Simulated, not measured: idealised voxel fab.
voxel trench capacitor: a process module
The cross-section on display is named cut; it measures 225 nm wide, and its cells are 5 nm squares.
Think of the cross-section as a grid of square cells. We describe it in bands, top to bottom, and each band covers one or more rows of those cells. It is stipulated that each band's entry specify, in nanometres, the height of the top of the band and then that of its bottom, followed by the materials of the band in left-to-right sequence, each together with its width in nanometres. A single material marked by the word "full width" is understood to fill the band from edge to edge; the word "empty" is understood to denote empty space. A quick word on heights: they are counted from 0, and under that level the wafer as it came to us is one material throughout. The lowest band is different from the rest in having no bottom; it simply continues downward, written as in "z 0 and below". It should be noted that a width expressed as "30 to 40" varies in equal increments from row to row of cells within the band, taking the value of the first number at the top row and that of the second number at the bottom row. Take "identical to before" at face value: in the step it is given for, the cross-section changed in none of its cells. Heads up: "Enclosed empty spaces" only lists the empty pockets with no open path to the top that are 8 cells or more, and it writes them as width x height at distance, distance from the left edge, in nm. If you see something after the settings on a step's line, that's the simulator's own remark about that step. A step line may carry the setting "overlay nm", which, for steps involving a mask, states the distance by which the mask lay to the right of its intended position; negative values denote displacement to the left.
-- Steps planned for the process
1 RECEIVE | material Si
2 CONFORMAL_DEP | material SiN | thk nm 5
3 PATTERN | tone open | mask id TRENCH | material resist | width nm 30 | pitch nm 55 | thk nm 20 | overlay nm 0
4 DIRECTIONAL_ETCH | etch materials SiN | depth nm 5
5 DIRECTIONAL_ETCH | etch materials Si | depth nm 35
6 STRIP | etch materials resist
7 CONFORMAL_DEP | material Al2O3 | thk nm 5
8 CONFORMAL_DEP | material TiN | thk nm 5
9 FILL_DEP | material W | thk nm 5
10 CMP | height nm 5
-- Cross-section, incoming material, after step 1
- z 0 and below  Si full width
- Enclosed empty spaces: none
-- Starting structure and process plan are as shown above, but one mistake was made in running the module; the wafer cross-section at the end of the module follows
- z 20 to 15  W full width
- z 15 to 10  TiN 50 nm, then W 10 nm, then TiN 45 nm, then W 10 nm, then TiN 45 nm, then W 10 nm, then TiN 55 nm
- z 10 to 5  Al2O3 45 nm, then TiN 5 nm, then W 10 nm, then TiN 5 nm, then Al2O3 35 nm, then TiN 5 nm, then W 10 nm, then TiN 5 nm, then Al2O3 35 nm, then TiN 5 nm, then W 10 nm, then TiN 5 nm, then Al2O3 50 nm
- z 5 to 0  SiN 40 nm, then Al2O3 5 nm, then TiN 5 nm, then W 10 nm, then TiN 5 nm, then Al2O3 5 nm, then SiN 25 nm, then Al2O3 5 nm, then TiN 5 nm, then W 10 nm, then TiN 5 nm, then Al2O3 5 nm, then SiN 25 nm, then Al2O3 5 nm, then TiN 5 nm, then W 10 nm, then TiN 5 nm, then Al2O3 5 nm, then SiN 45 nm
- z 0 to -25  Si 40 nm, then Al2O3 5 nm, then TiN 5 nm, then W 10 nm, then TiN 5 nm, then Al2O3 5 nm, then Si 25 nm, then Al2O3 5 nm, then TiN 5 nm, then W 10 nm, then TiN 5 nm, then Al2O3 5 nm, then Si 25 nm, then Al2O3 5 nm, then TiN 5 nm, then W 10 nm, then TiN 5 nm, then Al2O3 5 nm, then Si 45 nm
- z -25 to -30  Si 40 nm, then Al2O3 5 nm, then TiN 20 nm, then Al2O3 5 nm, then Si 25 nm, then Al2O3 5 nm, then TiN 20 nm, then Al2O3 5 nm, then Si 25 nm, then Al2O3 5 nm, then TiN 20 nm, then Al2O3 5 nm, then Si 45 nm
- z -30 to -35  Si 40 nm, then Al2O3 30 nm, then Si 25 nm, then Al2O3 30 nm, then Si 25 nm, then Al2O3 30 nm, then Si 45 nm
- z -35 and below  Si full width
- Enclosed empty spaces: none
Finding, execution versus plan: step 10 of the plan got skipped, so it never ran
